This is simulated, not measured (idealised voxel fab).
The process module presented herein is designated voxel capacitor over wiring.
Square cells of 5 nm make up the cross-section cut, whose width is 220 nm.
This document writes a cross-section as a grid whose cells are square, and gives it as bands, listed from the top down; one or more rows of cells form a band.
Basically the band line says how high the top is and how high the bottom is, in nm, and then what's in it from left to right, every material with its width in nm. Empty space shows up as "empty", and if a single material carries "edge to edge" it runs the full band edge to edge.
Heights are measured from 0, the level below which the as-received wafer is all one material; the lowest band has no bottom and continues downward, written as in "top 0, no bottom".
The width entry "30->40" should be interpreted row by row: the top row of cells in the band takes the first number, the bottom row takes the second number, and the change between adjacent rows is uniform throughout.
Where a step carries "remained the same", the cross-section came out of it unchanged, cell for cell.
The entry titled "Unvented voids" provides the empty spaces that have no open way to the top, restricted to those of 8 cells or more. Each is presented as width x height at distance, the distance being measured from the left edge, with all three in nm.
If you see something after the settings on a step's line, that's the simulator's own remark about that step.
"overlay nm" on a masked step: distance the mask lay right of its planned place, negative for left.
PLANNED STEP LIST FOR THE PROCESS
1 RECEIVE | material Si
2 CONFORMAL_DEP | material SiO2 | thk nm 10
3 DIRECTIONAL_DEP | material TiN | thk nm 5
4 DIRECTIONAL_DEP | material Ru | thk nm 15
5 DIRECTIONAL_DEP | material aC | thk nm 15
6 PATTERN | tone cover | mask id METAL_1 | material resist | width nm 30 | pitch nm 90 | thk nm 35 | overlay nm 0
7 DIRECTIONAL_ETCH | etch materials aC | depth nm 15
8 STRIP | etch materials resist
9 DIRECTIONAL_ETCH | etch materials Ru | depth nm 15
10 DIRECTIONAL_ETCH | etch materials TiN | depth nm 5
11 STRIP | etch materials aC
12 CONFORMAL_DEP | material SiN | thk nm 5
13 FILL_DEP | material lowk | thk nm 5
14 CMP | height nm 30
15 CONFORMAL_DEP | material SiCN | thk nm 5
16 DIRECTIONAL_DEP | material SiO2 | thk nm 10
17 PATTERN | tone open | mask id PLUG_1 | material resist | width nm 15 | thk nm 15 | overlay nm 0
18 DIRECTIONAL_ETCH | etch materials SiO2 | depth nm 10
19 DIRECTIONAL_ETCH | etch materials SiCN | depth nm 5
20 STRIP | etch materials resist
21 CONFORMAL_DEP | material TiN | thk nm 5
22 FILL_DEP | material Cu | thk nm 5
23 CMP | height nm 45
24 DIRECTIONAL_DEP | material TiN | thk nm 10
25 DIRECTIONAL_DEP | material SiN | thk nm 5
26 DIRECTIONAL_DEP | material TiN | thk nm 5
27 MASKED_ETCH | tone cover | mask id UPPER_PLATE | width nm 65 | etch materials TiN | depth nm 5 | overlay nm 0
28 MASKED_ETCH | tone cover | mask id UPPER_PLATE | width nm 65 | etch materials SiN | depth nm 5 | overlay nm 0
29 DIRECTIONAL_DEP | material aC | thk nm 15
30 PATTERN | tone cover | mask id LOWER_PLATE | material resist | width nm 75 | thk nm 35 | overlay nm 0
31 DIRECTIONAL_ETCH | etch materials aC | depth nm 15
32 STRIP | etch materials resist
33 DIRECTIONAL_ETCH | etch materials TiN | depth nm 10
34 STRIP | etch materials aC
35 FILL_DEP | material SiO2 | thk nm 15
36 CMP | height nm 75
37 MASKED_ETCH | tone open | mask id PLUG_2 | width nm 15 | etch materials SiO2 | depth nm 10 | overlay nm 0
38 CONFORMAL_DEP | material TiN | thk nm 5
39 FILL_DEP | material Ru | thk nm 5
40 CMP | height nm 75
41 CONFORMAL_DEP | material SiCN | thk nm 5
WAFER AT RECEIPT (POST STEP 1), CROSS-SECTION
> top 0, no bottom | Si edge to edge
> Unvented voids: none
END-OF-MODULE CROSS-SECTION OF THE FIRST OF TWO WAFERS, PROCESSED AS PLANNED
> top 80, bottom 75 | SiCN edge to edge
> top 75, bottom 70 | SiO2 75  TiN 5  Ru 5  TiN 5  SiO2 130
> top 70, bottom 60 | SiO2 75->65  TiN 15->65  SiO2 130->90
> top 60, bottom 55 | SiO2 65  SiN 65  SiO2 90
> top 55, bottom 45 | SiO2 60  TiN 75  SiO2 85
> top 45, bottom 35 | SiO2 65  TiN 5  Cu 5  TiN 5  SiO2 140
> top 35, bottom 30 | SiCN 65  TiN 15  SiCN 140
> top 30, bottom 15 | lowk 45  SiN 5  Ru 30  SiN 5  lowk 50  SiN 5  Ru 30  SiN 5  lowk 45
> top 15, bottom 10 | SiN 50  TiN 30  SiN 60  TiN 30  SiN 50
> top 10, bottom 0 | SiO2 edge to edge
> top 0, no bottom | Si edge to edge
> Unvented voids: none
HERE'S THE SECOND OF OUR TWO WAFERS SECTIONED AT MODULE END. SAME START AS THE FIRST, SAME PLAN, BUT ONE MISTAKE GOT MADE RUNNING IT
> top 80, bottom 75 | SiCN edge to edge
> top 75, bottom 70 | SiO2 75  TiN 5  Ru 5  TiN 5  SiO2 130
> top 70, bottom 65 | SiO2 75  TiN 15  SiO2 130
> top 65, bottom 60 | SiO2 edge to edge
> top 60, bottom 55 | SiO2 65  SiN 65  SiO2 90
> top 55, bottom 45 | SiO2 60  TiN 75  SiO2 85
> top 45, bottom 35 | SiO2 65  TiN 5  Cu 5  TiN 5  SiO2 140
> top 35, bottom 30 | SiCN 65  TiN 15  SiCN 140
> top 30, bottom 15 | lowk 45  SiN 5  Ru 30  SiN 5  lowk 50  SiN 5  Ru 30  SiN 5  lowk 45
> top 15, bottom 10 | SiN 50  TiN 30  SiN 60  TiN 30  SiN 50
> top 10, bottom 0 | SiO2 edge to edge
> top 0, no bottom | Si edge to edge
> Unvented voids: none
Finding, execution versus plan: step 26 of the plan was omitted and not executed
Count the cells at the end and the second wafer has more or fewer of some materials than the first: SiO2 +13 | TiN -13
